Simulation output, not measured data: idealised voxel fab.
A process module follows: voxel self aligned contacts.
Square cells of 5 nm make up the cross-section cut, whose width is 280 nm.
A cross-section is written here as square cells arranged in a grid, and it is given in bands from the top down, each band taking up one or more rows of cells. Band entry format. Leading values: height of top, height of bottom, nm. Remainder: materials in left-to-right order, each with its width in nm. Special words: "full width" on a single material, which then fills the band edge to edge; "empty", empty space. Height is counted from the level 0, under which the received wafer is composed throughout of one material. The lowest of the bands is not closed at the bottom but continues downward, in the notation "0 nm and below". The expression "30 to 40" gives the width at the extremes of the band, the first number at its top row of cells and the second at its bottom row, with the width changing by equal amounts from each row to the next in between. "no alterations made" -> step changed no cross-section cell. This entry, "Trapped cavities", enumerates those empty regions of no fewer than 8 cells that possess no open connection to the top. Each region is reported in the form width x height at distance, the distance being taken from the left edge, with all three quantities expressed in nm. On each step's line, the part that comes after the settings is the simulator's own comment on the step. What "overlay nm" on a step's line means: if the step has a mask, that mask lay this far to the right of its planned place, or, when the value is negative, to the left. Each of the pairs that make up the rest of this document says: here is the cross-section before one process step, here is the cross-section after it, drawn only down to the lowest band that changed, and here, under the pair, is the step lying between them with its settings. Different pairs may come from different runs of this module on the same starting wafer, so a pair continues from the pair above it only where its entry headed "Pre-process state" says so.

### Pre-process state
* 0 nm and below | Si full width
* Trapped cavities: none

### Structure After Step
* 5 nm to 0 nm | SiO2 full width
* Note: structure below 0 unchanged.
* Trapped cavities: none
Which step turns the before cross-section above into the after cross-section? op CONFORMAL_DEP | material SiO2 | thk nm 5

Pre-process state: after-step cross-section of the pair just above applies.

### Structure After Step
* 25 nm to 5 nm | polySi full width
* Note: structure below 5 unchanged.
* Trapped cavities: none
Which step turns the before cross-section above into the after cross-section? op DIRECTIONAL_DEP | material polySi | thk nm 20

Pre-process state: after-step cross-section of the pair just above applies.

### Structure After Step
* 40 nm to 25 nm | SiN full width
* Note: structure below 25 unchanged.
* Trapped cavities: none
Which step turns the before cross-section above into the after cross-section? op DIRECTIONAL_DEP | material SiN | thk nm 15

Pre-process state: after-step cross-section of the pair just above applies.

### Structure After Step
* 60 nm to 40 nm | empty 100 nm | resist 25 nm | empty 25 nm | resist 25 nm | empty 105 nm
* Note: structure below 40 unchanged.
* Trapped cavities: none
Which step turns the before cross-section above into the after cross-section? op PATTERN | tone cover | mask id GATE | material resist | width nm 25 | pitch nm 50 | thk nm 20 | overlay nm 0

Pre-process state: after-step cross-section of the pair just above applies.

### Structure After Step
* 60 nm to 40 nm | empty 100 nm | resist 25 nm | empty 25 nm | resist 25 nm | empty 105 nm
* 40 nm to 25 nm | empty 100 nm | SiN 25 nm | empty 25 nm | SiN 25 nm | empty 105 nm
* Note: structure below 25 unchanged.
* Trapped cavities: none
Which step turns the before cross-section above into the after cross-section? op DIRECTIONAL_ETCH | etch materials SiN | depth nm 15

Pre-process state: after-step cross-section of the pair just above applies.

### Structure After Step
* 60 nm to 40 nm | empty 100 nm | resist 25 nm | empty 25 nm | resist 25 nm | empty 105 nm
* 40 nm to 25 nm | empty 100 nm | SiN 25 nm | empty 25 nm | SiN 25 nm | empty 105 nm
* 25 nm to 5 nm | empty 100 nm | polySi 25 nm | empty 25 nm | polySi 25 nm | empty 105 nm
* Note: structure below 5 unchanged.
* Trapped cavities: none
Which step turns the before cross-section above into the after cross-section? op DIRECTIONAL_ETCH | etch materials polySi | depth nm 20

Pre-process state: after-step cross-section of the pair just above applies.

### Structure After Step
* 40 nm to 25 nm | empty 100 nm | SiN 25 nm | empty 25 nm | SiN 25 nm | empty 105 nm
* Note: structure below 25 unchanged.
* Trapped cavities: none
Which step turns the before cross-section above into the after cross-section? op STRIP | etch materials resist

Pre-process state: after-step cross-section of the pair just above applies.

### Structure After Step
* 45 nm to 25 nm | empty 95 nm | SiN 35 nm | empty 15 nm | SiN 35 nm | empty 100 nm
* 25 nm to 10 nm | empty 95 nm | SiN 5 nm | polySi 25 nm | SiN 5 nm | empty 15 nm | SiN 5 nm | polySi 25 nm | SiN 5 nm | empty 100 nm
* 10 nm to 5 nm | SiN 100 nm | polySi 25 nm | SiN 25 nm | polySi 25 nm | SiN 105 nm
* Note: structure below 5 unchanged.
* Trapped cavities: none
Which step turns the before cross-section above into the after cross-section? op CONFORMAL_DEP | material SiN | thk nm 5

Pre-process state: after-step cross-section of the pair just above applies.

### Structure After Step
* 40 nm to 25 nm | empty 95 nm | SiN 35 nm | empty 15 nm | SiN 35 nm | empty 100 nm
* 25 nm to 5 nm | empty 95 nm | SiN 5 nm | polySi 25 nm | SiN 5 nm | empty 15 nm | SiN 5 nm | polySi 25 nm | SiN 5 nm | empty 100 nm
* Note: structure below 5 unchanged.
* Trapped cavities: none
Which step turns the before cross-section above into the after cross-section? op DIRECTIONAL_ETCH | etch materials SiN | depth nm 5

Pre-process state: after-step cross-section of the pair just above applies.

### Structure After Step
* 55 nm to 40 nm | SiO2 full width
* 40 nm to 25 nm | SiO2 95 nm | SiN 35 nm | SiO2 15 nm | SiN 35 nm | SiO2 100 nm
* 25 nm to 5 nm | SiO2 95 nm | SiN 5 nm | polySi 25 nm | SiN 5 nm | SiO2 15 nm | SiN 5 nm | polySi 25 nm | SiN 5 nm | SiO2 100 nm
* Note: structure below 5 unchanged.
* Trapped cavities: none
Which step turns the before cross-section above into the after cross-section? op FILL_DEP | material SiO2 | thk nm 15

Pre-process state: after-step cross-section of the pair just above applies.

### Structure After Step
* 45 nm to 40 nm | SiO2 full width
* Note: structure below 40 unchanged.
* Trapped cavities: none
Which step turns the before cross-section above into the after cross-section? op CMP | height nm 45

Pre-process state: after-step cross-section of the pair just above applies.

### Structure After Step
* 45 nm to 40 nm | SiO2 120 nm | empty 35 nm | SiO2 125 nm
* 40 nm to 25 nm | SiO2 95 nm | SiN 35 nm | empty 15 nm | SiN 35 nm | SiO2 100 nm
* 25 nm to 5 nm | SiO2 95 nm | SiN 5 nm | polySi 25 nm | SiN 5 nm | empty 15 nm | SiN 5 nm | polySi 25 nm | SiN 5 nm | SiO2 100 nm
* 5 nm to 0 nm | SiO2 130 nm | empty 15 nm | SiO2 135 nm
* Note: structure below 0 unchanged.
* Trapped cavities: none
Which step turns the before cross-section above into the after cross-section? op MASKED_ETCH | tone open | mask id CONTACT | width nm 35 | etch materials SiO2 | depth nm 45 | overlay nm 0

Pre-process state: after-step cross-section of the pair just above applies.

### Structure After Step
* 50 nm to 45 nm | TiN 125 nm | empty 25 nm | TiN 130 nm
* 45 nm to 40 nm | SiO2 120 nm | TiN 15 nm | empty 5 nm | TiN 15 nm | SiO2 125 nm
* 40 nm to 25 nm | SiO2 95 nm | SiN 35 nm | TiN 5 nm | empty 5 nm | TiN 5 nm | SiN 35 nm | SiO2 100 nm
* 25 nm to 5 nm | SiO2 95 nm | SiN 5 nm | polySi 25 nm | SiN 5 nm | TiN 5 nm | empty 5 nm | TiN 5 nm | SiN 5 nm | polySi 25 nm | SiN 5 nm | SiO2 100 nm
* 5 nm to 0 nm | SiO2 130 nm | TiN 15 nm | SiO2 135 nm
* Note: structure below 0 unchanged.
* Trapped cavities: none
Which step turns the before cross-section above into the after cross-section? op CONFORMAL_DEP | material TiN | thk nm 5

Pre-process state: after-step cross-section of the pair just above applies.

### Structure After Step
* 60 nm to 50 nm | W full width
* 50 nm to 45 nm | TiN 125 nm | W 25 nm | TiN 130 nm
* 45 nm to 40 nm | SiO2 120 nm | TiN 15 nm | W 5 nm | TiN 15 nm | SiO2 125 nm
* 40 nm to 25 nm | SiO2 95 nm | SiN 35 nm | TiN 5 nm | W 5 nm | TiN 5 nm | SiN 35 nm | SiO2 100 nm
* 25 nm to 5 nm | SiO2 95 nm | SiN 5 nm | polySi 25 nm | SiN 5 nm | TiN 5 nm | W 5 nm | TiN 5 nm | SiN 5 nm | polySi 25 nm | SiN 5 nm | SiO2 100 nm
* Note: structure below 5 unchanged.
* Trapped cavities: none
Which step turns the before cross-section above into the after cross-section? op FILL_DEP | material W | thk nm 10

Pre-process state: after-step cross-section of the pair just above applies.

### Structure After Step
* 45 nm to 40 nm | SiO2 120 nm | TiN 15 nm | W 5 nm | TiN 15 nm | SiO2 125 nm
* Note: structure below 40 unchanged.
* Trapped cavities: none
Which step turns the before cross-section above into the after cross-section? op CMP | height nm 45

Pre-process state: after-step cross-section of the pair just above applies.

### Structure After Step
* 50 nm to 45 nm | SiCN full width
* Note: structure below 45 unchanged.
* Trapped cavities: none
Which step turns the before cross-section above into the after cross-section? op CONFORMAL_DEP | material SiCN | thk nm 5

### Pre-process state
* 40 nm to 25 nm | empty 100 nm | SiN 25 nm | empty 25 nm | SiN 25 nm | empty 105 nm
* 25 nm to 5 nm | empty 100 nm | polySi 25 nm | empty 25 nm | polySi 25 nm | empty 105 nm
* 5 nm to 0 nm | SiO2 full width
* 0 nm and below | Si full width
* Trapped cavities: none

### Structure After Step
* 35 nm to 25 nm | empty 100 nm | SiN 25 nm | empty 25 nm | SiN 25 nm | empty 105 nm
* Note: structure below 25 unchanged.
* Trapped cavities: none
Which step turns the before cross-section above into the after cross-section? op DIRECTIONAL_ETCH | etch materials SiN | depth nm 5

Pre-process state: after-step cross-section of the pair just above applies.

### Structure After Step
* 50 nm to 35 nm | SiO2 full width
* 35 nm to 25 nm | SiO2 100 nm | SiN 25 nm | SiO2 25 nm | SiN 25 nm | SiO2 105 nm
* 25 nm to 5 nm | SiO2 100 nm | polySi 25 nm | SiO2 25 nm | polySi 25 nm | SiO2 105 nm
* Note: structure below 5 unchanged.
* Trapped cavities: none
Which step turns the before cross-section above into the after cross-section? op FILL_DEP | material SiO2 | thk nm 15

Pre-process state: after-step cross-section of the pair just above applies.

### Structure After Step
* 45 nm to 35 nm | SiO2 full width
* Note: structure below 35 unchanged.
* Trapped cavities: none
Which step turns the before cross-section above into the after cross-section? op CMP | height nm 45

Pre-process state: after-step cross-section of the pair just above applies.

### Structure After Step
* 45 nm to 35 nm | SiO2 120 nm | empty 35 nm | SiO2 125 nm
* 35 nm to 25 nm | SiO2 100 nm | SiN 25 nm | empty 25 nm | SiN 25 nm | SiO2 105 nm
* 25 nm to 5 nm | SiO2 100 nm | polySi 25 nm | empty 25 nm | polySi 25 nm | SiO2 105 nm
* 5 nm to 0 nm | SiO2 125 nm | empty 25 nm | SiO2 130 nm
* Note: structure below 0 unchanged.
* Trapped cavities: none
Which step turns the before cross-section above into the after cross-section? op MASKED_ETCH | tone open | mask id CONTACT | width nm 35 | etch materials SiO2 | depth nm 45 | overlay nm 0

Pre-process state: after-step cross-section of the pair just above applies.

### Structure After Step
* 50 nm to 45 nm | TiN 125 nm | empty 25 nm | TiN 130 nm
* 45 nm to 35 nm | SiO2 120 nm | TiN 5 to 10 nm | empty 25 to 15 nm | TiN 5 to 10 nm | SiO2 125 nm
* 35 nm to 25 nm | SiO2 100 nm | SiN 25 nm | TiN 5 nm | empty 15 nm | TiN 5 nm | SiN 25 nm | SiO2 105 nm
* 25 nm to 5 nm | SiO2 100 nm | polySi 25 nm | TiN 5 nm | empty 15 nm | TiN 5 nm | polySi 25 nm | SiO2 105 nm
* 5 nm to 0 nm | SiO2 125 nm | TiN 25 nm | SiO2 130 nm
* Note: structure below 0 unchanged.
* Trapped cavities: none
Which step turns the before cross-section above into the after cross-section? op CONFORMAL_DEP | material TiN | thk nm 5

Pre-process state: after-step cross-section of the pair just above applies.

### Structure After Step
* 60 nm to 50 nm | W full width
* 50 nm to 45 nm | TiN 125 nm | W 25 nm | TiN 130 nm
* 45 nm to 35 nm | SiO2 120 nm | TiN 5 to 10 nm | W 25 to 15 nm | TiN 5 to 10 nm | SiO2 125 nm
* 35 nm to 25 nm | SiO2 100 nm | SiN 25 nm | TiN 5 nm | W 15 nm | TiN 5 nm | SiN 25 nm | SiO2 105 nm
* 25 nm to 5 nm | SiO2 100 nm | polySi 25 nm | TiN 5 nm | W 15 nm | TiN 5 nm | polySi 25 nm | SiO2 105 nm
* Note: structure below 5 unchanged.
* Trapped cavities: none
Which step turns the before cross-section above into the after cross-section? op FILL_DEP | material W | thk nm 10

Pre-process state: after-step cross-section of the pair just above applies.

### Structure After Step
* 45 nm to 35 nm | SiO2 120 nm | TiN 5 to 10 nm | W 25 to 15 nm | TiN 5 to 10 nm | SiO2 125 nm
* Note: structure below 35 unchanged.
* Trapped cavities: none
Which step turns the before cross-section above into the after cross-section? op CMP | height nm 45

Pre-process state: after-step cross-section of the pair just above applies.

### Structure After Step
* 50 nm to 45 nm | SiCN full width
* Note: structure below 45 unchanged.
* Trapped cavities: none
Which step turns the before cross-section above into the after cross-section? op CONFORMAL_DEP | material SiCN | thk nm 5

### Pre-process state
* 40 nm to 25 nm | SiN full width
* 25 nm to 5 nm | polySi full width
* 5 nm to 0 nm | SiO2 full width
* 0 nm and below | Si full width
* Trapped cavities: none

### Structure After Step
* 55 nm to 25 nm | SiN full width
* Note: structure below 25 unchanged.
* Trapped cavities: none
Which step turns the before cross-section above into the after cross-section? op DIRECTIONAL_DEP | material SiN | thk nm 15

Pre-process state: after-step cross-section of the pair just above applies.

### Structure After Step
* 75 nm to 55 nm | empty 100 nm | resist 25 nm | empty 25 nm | resist 25 nm | empty 105 nm
* Note: structure below 55 unchanged.
* Trapped cavities: none
Which step turns the before cross-section above into the after cross-section? op PATTERN | tone cover | mask id GATE | material resist | width nm 25 | pitch nm 50 | thk nm 20 | overlay nm 0

Pre-process state: after-step cross-section of the pair just above applies.

### Structure After Step
* 75 nm to 55 nm | empty 100 nm | resist 25 nm | empty 25 nm | resist 25 nm | empty 105 nm
* 55 nm to 40 nm | empty 100 nm | SiN 25 nm | empty 25 nm | SiN 25 nm | empty 105 nm
* Note: structure below 40 unchanged.
* Trapped cavities: none
Which step turns the before cross-section above into the after cross-section? op DIRECTIONAL_ETCH | etch materials SiN | depth nm 15

Pre-process state: after-step cross-section of the pair just above applies.

### Structure After Step
* 55 nm to 40 nm | empty 100 nm | SiN 25 nm | empty 25 nm | SiN 25 nm | empty 105 nm
* Note: structure below 40 unchanged.
* Trapped cavities: none
Which step turns the before cross-section above into the after cross-section? op STRIP | etch materials resist

Pre-process state: after-step cross-section of the pair just above applies.

### Structure After Step
* 60 nm to 45 nm | empty 95 nm | SiN 35 nm | empty 15 nm | SiN 35 nm | empty 100 nm
* 45 nm to 25 nm | SiN full width
* Note: structure below 25 unchanged.
* Trapped cavities: none
Which step turns the before cross-section above into the after cross-section? op CONFORMAL_DEP | material SiN | thk nm 5

Pre-process state: after-step cross-section of the pair just above applies.

### Structure After Step
* 55 nm to 40 nm | empty 95 nm | SiN 35 nm | empty 15 nm | SiN 35 nm | empty 100 nm
* Note: structure below 40 unchanged.
* Trapped cavities: none
Which step turns the before cross-section above into the after cross-section? op DIRECTIONAL_ETCH | etch materials SiN | depth nm 5

Pre-process state: after-step cross-section of the pair just above applies.

### Structure After Step
* 70 nm to 55 nm | SiO2 full width
* 55 nm to 40 nm | SiO2 95 nm | SiN 35 nm | SiO2 15 nm | SiN 35 nm | SiO2 100 nm
* Note: structure below 40 unchanged.
* Trapped cavities: none
Which step turns the before cross-section above into the after cross-section? op FILL_DEP | material SiO2 | thk nm 15

Pre-process state: after-step cross-section of the pair just above applies.

### Structure After Step
* 45 nm to 40 nm | SiO2 95 nm | SiN 35 nm | SiO2 15 nm | SiN 35 nm | SiO2 100 nm
* Note: structure below 40 unchanged.
* Trapped cavities: none
Which step turns the before cross-section above into the after cross-section? op CMP | height nm 45

Pre-process state: after-step cross-section of the pair just above applies.

### Structure After Step
* 45 nm to 40 nm | SiO2 95 nm | SiN 35 nm | empty 15 nm | SiN 35 nm | SiO2 100 nm
* Note: structure below 40 unchanged.
* Trapped cavities: none
Which step turns the before cross-section above into the after cross-section? op MASKED_ETCH | tone open | mask id CONTACT | width nm 35 | etch materials SiO2 | depth nm 45 | overlay nm 0

Pre-process state: after-step cross-section of the pair just above applies.

### Structure After Step
* 50 nm to 45 nm | TiN 135 nm | empty 5 nm | TiN 140 nm
* 45 nm to 40 nm | SiO2 95 nm | SiN 35 nm | TiN 15 nm | SiN 35 nm | SiO2 100 nm
* Note: structure below 40 unchanged.
* Trapped cavities: none
Which step turns the before cross-section above into the after cross-section? op CONFORMAL_DEP | material TiN | thk nm 5

Pre-process state: after-step cross-section of the pair just above applies.

### Structure After Step
* 60 nm to 50 nm | W full width
* 50 nm to 45 nm | TiN 135 nm | W 5 nm | TiN 140 nm
* Note: structure below 45 unchanged.
* Trapped cavities: none
Which step turns the before cross-section above into the after cross-section? op FILL_DEP | material W | thk nm 10

Pre-process state: after-step cross-section of the pair just above applies.

### Structure After Step
* 45 nm to 40 nm | SiO2 95 nm | SiN 35 nm | TiN 15 nm | SiN 35 nm | SiO2 100 nm
* Note: structure below 40 unchanged.
* Trapped cavities: none
Which step turns the before cross-section above into the after cross-section? op CMP | height nm 45

Pre-process state: after-step cross-section of the pair just above applies.

### Structure After Step
* 50 nm to 45 nm | SiCN full width
* Note: structure below 45 unchanged.
* Trapped cavities: none
Which step turns the before cross-section above into the after cross-section? op CONFORMAL_DEP | material SiCN | thk nm 5

### Pre-process state
* 0 nm and below | Si full width
* Trapped cavities: none

### Structure After Step
* 20 nm to 0 nm | polySi full width
* Note: structure below 0 unchanged.
* Trapped cavities: none
Which step turns the before cross-section above into the after cross-section? op DIRECTIONAL_DEP | material polySi | thk nm 20

Pre-process state: after-step cross-section of the pair just above applies.

### Structure After Step
* 25 nm to 20 nm | SiO2 full width
* Note: structure below 20 unchanged.
* Trapped cavities: none
Which step turns the before cross-section above into the after cross-section? op CONFORMAL_DEP | material SiO2 | thk nm 5

Pre-process state: after-step cross-section of the pair just above applies.

### Structure After Step
* 40 nm to 25 nm | SiN full width
* Note: structure below 25 unchanged.
* Trapped cavities: none
Which step turns the before cross-section above into the after cross-section? op DIRECTIONAL_DEP | material SiN | thk nm 15

Pre-process state: after-step cross-section of the pair just above applies.

### Structure After Step
* 60 nm to 40 nm | empty 100 nm | resist 25 nm | empty 25 nm | resist 25 nm | empty 105 nm
* Note: structure below 40 unchanged.
* Trapped cavities: none
Which step turns the before cross-section above into the after cross-section? op PATTERN | tone cover | mask id GATE | material resist | width nm 25 | pitch nm 50 | thk nm 20 | overlay nm 0

Pre-process state: after-step cross-section of the pair just above applies.

### Structure After Step
* 60 nm to 40 nm | empty 100 nm | resist 25 nm | empty 25 nm | resist 25 nm | empty 105 nm
* 40 nm to 25 nm | empty 100 nm | SiN 25 nm | empty 25 nm | SiN 25 nm | empty 105 nm
* Note: structure below 25 unchanged.
* Trapped cavities: none
Which step turns the before cross-section above into the after cross-section? op DIRECTIONAL_ETCH | etch materials SiN | depth nm 15

Pre-process state: after-step cross-section of the pair just above applies.

### Structure After Step
* 40 nm to 25 nm | empty 100 nm | SiN 25 nm | empty 25 nm | SiN 25 nm | empty 105 nm
* Note: structure below 25 unchanged.
* Trapped cavities: none
Which step turns the before cross-section above into the after cross-section? op STRIP | etch materials resist

Pre-process state: after-step cross-section of the pair just above applies.

### Structure After Step
* 45 nm to 30 nm | empty 95 nm | SiN 35 nm | empty 15 nm | SiN 35 nm | empty 100 nm
* 30 nm to 25 nm | SiN full width
* Note: structure below 25 unchanged.
* Trapped cavities: none
Which step turns the before cross-section above into the after cross-section? op CONFORMAL_DEP | material SiN | thk nm 5

Pre-process state: after-step cross-section of the pair just above applies.

### Structure After Step
* 40 nm to 25 nm | empty 95 nm | SiN 35 nm | empty 15 nm | SiN 35 nm | empty 100 nm
* Note: structure below 25 unchanged.
* Trapped cavities: none
Which step turns the before cross-section above into the after cross-section? op DIRECTIONAL_ETCH | etch materials SiN | depth nm 5

Pre-process state: after-step cross-section of the pair just above applies.

### Structure After Step
* 55 nm to 40 nm | SiO2 full width
* 40 nm to 25 nm | SiO2 95 nm | SiN 35 nm | SiO2 15 nm | SiN 35 nm | SiO2 100 nm
* Note: structure below 25 unchanged.
* Trapped cavities: none
Which step turns the before cross-section above into the after cross-section? op FILL_DEP | material SiO2 | thk nm 15

Pre-process state: after-step cross-section of the pair just above applies.

### Structure After Step
* 45 nm to 40 nm | SiO2 full width
* Note: structure below 40 unchanged.
* Trapped cavities: none
Which step turns the before cross-section above into the after cross-section? op CMP | height nm 45

Pre-process state: after-step cross-section of the pair just above applies.

### Structure After Step
* 45 nm to 40 nm | SiO2 120 nm | empty 35 nm | SiO2 125 nm
* 40 nm to 25 nm | SiO2 95 nm | SiN 35 nm | empty 15 nm | SiN 35 nm | SiO2 100 nm
* 25 nm to 20 nm | SiO2 130 nm | empty 15 nm | SiO2 135 nm
* Note: structure below 20 unchanged.
* Trapped cavities: none
Which step turns the before cross-section above into the after cross-section? op MASKED_ETCH | tone open | mask id CONTACT | width nm 35 | etch materials SiO2 | depth nm 45 | overlay nm 0

Pre-process state: after-step cross-section of the pair just above applies.

### Structure After Step
* 50 nm to 45 nm | TiN 125 nm | empty 25 nm | TiN 130 nm
* 45 nm to 40 nm | SiO2 120 nm | TiN 15 nm | empty 5 nm | TiN 15 nm | SiO2 125 nm
* 40 nm to 25 nm | SiO2 95 nm | SiN 35 nm | TiN 5 nm | empty 5 nm | TiN 5 nm | SiN 35 nm | SiO2 100 nm
* 25 nm to 20 nm | SiO2 130 nm | TiN 15 nm | SiO2 135 nm
* Note: structure below 20 unchanged.
* Trapped cavities: none
Which step turns the before cross-section above into the after cross-section? op CONFORMAL_DEP | material TiN | thk nm 5

Pre-process state: after-step cross-section of the pair just above applies.

### Structure After Step
* 60 nm to 50 nm | W full width
* 50 nm to 45 nm | TiN 125 nm | W 25 nm | TiN 130 nm
* 45 nm to 40 nm | SiO2 120 nm | TiN 15 nm | W 5 nm | TiN 15 nm | SiO2 125 nm
* 40 nm to 25 nm | SiO2 95 nm | SiN 35 nm | TiN 5 nm | W 5 nm | TiN 5 nm | SiN 35 nm | SiO2 100 nm
* Note: structure below 25 unchanged.
* Trapped cavities: none
Which step turns the before cross-section above into the after cross-section? op FILL_DEP | material W | thk nm 10

Pre-process state: after-step cross-section of the pair just above applies.

### Structure After Step
* 45 nm to 40 nm | SiO2 120 nm | TiN 15 nm | W 5 nm | TiN 15 nm | SiO2 125 nm
* Note: structure below 40 unchanged.
* Trapped cavities: none
Which step turns the before cross-section above into the after cross-section? op CMP | height nm 45

Pre-process state: after-step cross-section of the pair just above applies.

### Structure After Step
* 50 nm to 45 nm | SiCN full width
* Note: structure below 45 unchanged.
* Trapped cavities: none
Which step turns the before cross-section above into the after cross-section? op CONFORMAL_DEP | material SiCN | thk nm 5

### Pre-process state
* 5 nm to 0 nm | SiO2 full width
* 0 nm and below | Si full width
* Trapped cavities: none

### Structure After Step
* 35 nm to 5 nm | polySi full width
* Note: structure below 5 unchanged.
* Trapped cavities: none
Which step turns the before cross-section above into the after cross-section? op DIRECTIONAL_DEP | material polySi | thk nm 30

Pre-process state: after-step cross-section of the pair just above applies.

### Structure After Step
* 50 nm to 35 nm | SiN full width
* Note: structure below 35 unchanged.
* Trapped cavities: none
Which step turns the before cross-section above into the after cross-section? op DIRECTIONAL_DEP | material SiN | thk nm 15

Pre-process state: after-step cross-section of the pair just above applies.

### Structure After Step
* 70 nm to 50 nm | empty 100 nm | resist 25 nm | empty 25 nm | resist 25 nm | empty 105 nm
* Note: structure below 50 unchanged.
* Trapped cavities: none
Which step turns the before cross-section above into the after cross-section? op PATTERN | tone cover | mask id GATE | material resist | width nm 25 | pitch nm 50 | thk nm 20 | overlay nm 0

Pre-process state: after-step cross-section of the pair just above applies.

### Structure After Step
* 70 nm to 50 nm | empty 100 nm | resist 25 nm | empty 25 nm | resist 25 nm | empty 105 nm
* 50 nm to 35 nm | empty 100 nm | SiN 25 nm | empty 25 nm | SiN 25 nm | empty 105 nm
* Note: structure below 35 unchanged.
* Trapped cavities: none
Which step turns the before cross-section above into the after cross-section? op DIRECTIONAL_ETCH | etch materials SiN | depth nm 15

Pre-process state: after-step cross-section of the pair just above applies.

### Structure After Step
* 70 nm to 50 nm | empty 100 nm | resist 25 nm | empty 25 nm | resist 25 nm | empty 105 nm
* 50 nm to 35 nm | empty 100 nm | SiN 25 nm | empty 25 nm | SiN 25 nm | empty 105 nm
* 35 nm to 15 nm | empty 100 nm | polySi 25 nm | empty 25 nm | polySi 25 nm | empty 105 nm
* Note: structure below 15 unchanged.
* Trapped cavities: none
Which step turns the before cross-section above into the after cross-section? op DIRECTIONAL_ETCH | etch materials polySi | depth nm 20

Pre-process state: after-step cross-section of the pair just above applies.

### Structure After Step
* 50 nm to 35 nm | empty 100 nm | SiN 25 nm | empty 25 nm | SiN 25 nm | empty 105 nm
* Note: structure below 35 unchanged.
* Trapped cavities: none
Which step turns the before cross-section above into the after cross-section? op STRIP | etch materials resist

Pre-process state: after-step cross-section of the pair just above applies.

### Structure After Step
* 55 nm to 35 nm | empty 95 nm | SiN 35 nm | empty 15 nm | SiN 35 nm | empty 100 nm
* 35 nm to 20 nm | empty 95 nm | SiN 5 nm | polySi 25 nm | SiN 5 nm | empty 15 nm | SiN 5 nm | polySi 25 nm | SiN 5 nm | empty 100 nm
* 20 nm to 15 nm | SiN 100 nm | polySi 25 nm | SiN 25 nm | polySi 25 nm | SiN 105 nm
* Note: structure below 15 unchanged.
* Trapped cavities: none
Which step turns the before cross-section above into the after cross-section? op CONFORMAL_DEP | material SiN | thk nm 5

Pre-process state: after-step cross-section of the pair just above applies.

### Structure After Step
* 50 nm to 35 nm | empty 95 nm | SiN 35 nm | empty 15 nm | SiN 35 nm | empty 100 nm
* 35 nm to 15 nm | empty 95 nm | SiN 5 nm | polySi 25 nm | SiN 5 nm | empty 15 nm | SiN 5 nm | polySi 25 nm | SiN 5 nm | empty 100 nm
* Note: structure below 15 unchanged.
* Trapped cavities: none
Which step turns the before cross-section above into the after cross-section? op DIRECTIONAL_ETCH | etch materials SiN | depth nm 5

Pre-process state: after-step cross-section of the pair just above applies.

### Structure After Step
* 65 nm to 50 nm | SiO2 full width
* 50 nm to 35 nm | SiO2 95 nm | SiN 35 nm | SiO2 15 nm | SiN 35 nm | SiO2 100 nm
* 35 nm to 15 nm | SiO2 95 nm | SiN 5 nm | polySi 25 nm | SiN 5 nm | SiO2 15 nm | SiN 5 nm | polySi 25 nm | SiN 5 nm | SiO2 100 nm
* Note: structure below 15 unchanged.
* Trapped cavities: none
Which step turns the before cross-section above into the after cross-section? op FILL_DEP | material SiO2 | thk nm 15

Pre-process state: after-step cross-section of the pair just above applies.

### Structure After Step
* 45 nm to 35 nm | SiO2 95 nm | SiN 35 nm | SiO2 15 nm | SiN 35 nm | SiO2 100 nm
* Note: structure below 35 unchanged.
* Trapped cavities: none
Which step turns the before cross-section above into the after cross-section? op CMP | height nm 45

Pre-process state: after-step cross-section of the pair just above applies.

### Structure After Step
* 45 nm to 35 nm | SiO2 95 nm | SiN 35 nm | empty 15 nm | SiN 35 nm | SiO2 100 nm
* 35 nm to 15 nm | SiO2 95 nm | SiN 5 nm | polySi 25 nm | SiN 5 nm | empty 15 nm | SiN 5 nm | polySi 25 nm | SiN 5 nm | SiO2 100 nm
* Note: structure below 15 unchanged.
* Trapped cavities: none
Which step turns the before cross-section above into the after cross-section? op MASKED_ETCH | tone open | mask id CONTACT | width nm 35 | etch materials SiO2 | depth nm 45 | overlay nm 0

Pre-process state: after-step cross-section of the pair just above applies.

### Structure After Step
* 50 nm to 45 nm | TiN 135 nm | empty 5 nm | TiN 140 nm
* 45 nm to 35 nm | SiO2 95 nm | SiN 35 nm | TiN 5 nm | empty 5 nm | TiN 5 nm | SiN 35 nm | SiO2 100 nm
* 35 nm to 20 nm | SiO2 95 nm | SiN 5 nm | polySi 25 nm | SiN 5 nm | TiN 5 nm | empty 5 nm | TiN 5 nm | SiN 5 nm | polySi 25 nm | SiN 5 nm | SiO2 100 nm
* 20 nm to 15 nm | SiO2 95 nm | SiN 5 nm | polySi 25 nm | SiN 5 nm | TiN 15 nm | SiN 5 nm | polySi 25 nm | SiN 5 nm | SiO2 100 nm
* Note: structure below 15 unchanged.
* Trapped cavities: none
Which step turns the before cross-section above into the after cross-section? op CONFORMAL_DEP | material TiN | thk nm 5

Pre-process state: after-step cross-section of the pair just above applies.

### Structure After Step
* 60 nm to 50 nm | W full width
* 50 nm to 45 nm | TiN 135 nm | W 5 nm | TiN 140 nm
* 45 nm to 35 nm | SiO2 95 nm | SiN 35 nm | TiN 5 nm | W 5 nm | TiN 5 nm | SiN 35 nm | SiO2 100 nm
* 35 nm to 20 nm | SiO2 95 nm | SiN 5 nm | polySi 25 nm | SiN 5 nm | TiN 5 nm | W 5 nm | TiN 5 nm | SiN 5 nm | polySi 25 nm | SiN 5 nm | SiO2 100 nm
* Note: structure below 20 unchanged.
* Trapped cavities: none
Which step turns the before cross-section above into the after cross-section? op FILL_DEP | material W | thk nm 10

Pre-process state: after-step cross-section of the pair just above applies.

### Structure After Step
* 45 nm to 35 nm | SiO2 95 nm | SiN 35 nm | TiN 5 nm | W 5 nm | TiN 5 nm | SiN 35 nm | SiO2 100 nm
* Note: structure below 35 unchanged.
* Trapped cavities: none
Which step turns the before cross-section above into the after cross-section? op CMP | height nm 45

Pre-process state: after-step cross-section of the pair just above applies.

### Structure After Step
* 50 nm to 45 nm | SiCN full width
* Note: structure below 45 unchanged.
* Trapped cavities: none
Which step turns the before cross-section above into the after cross-section? op CONFORMAL_DEP | material SiCN | thk nm 5
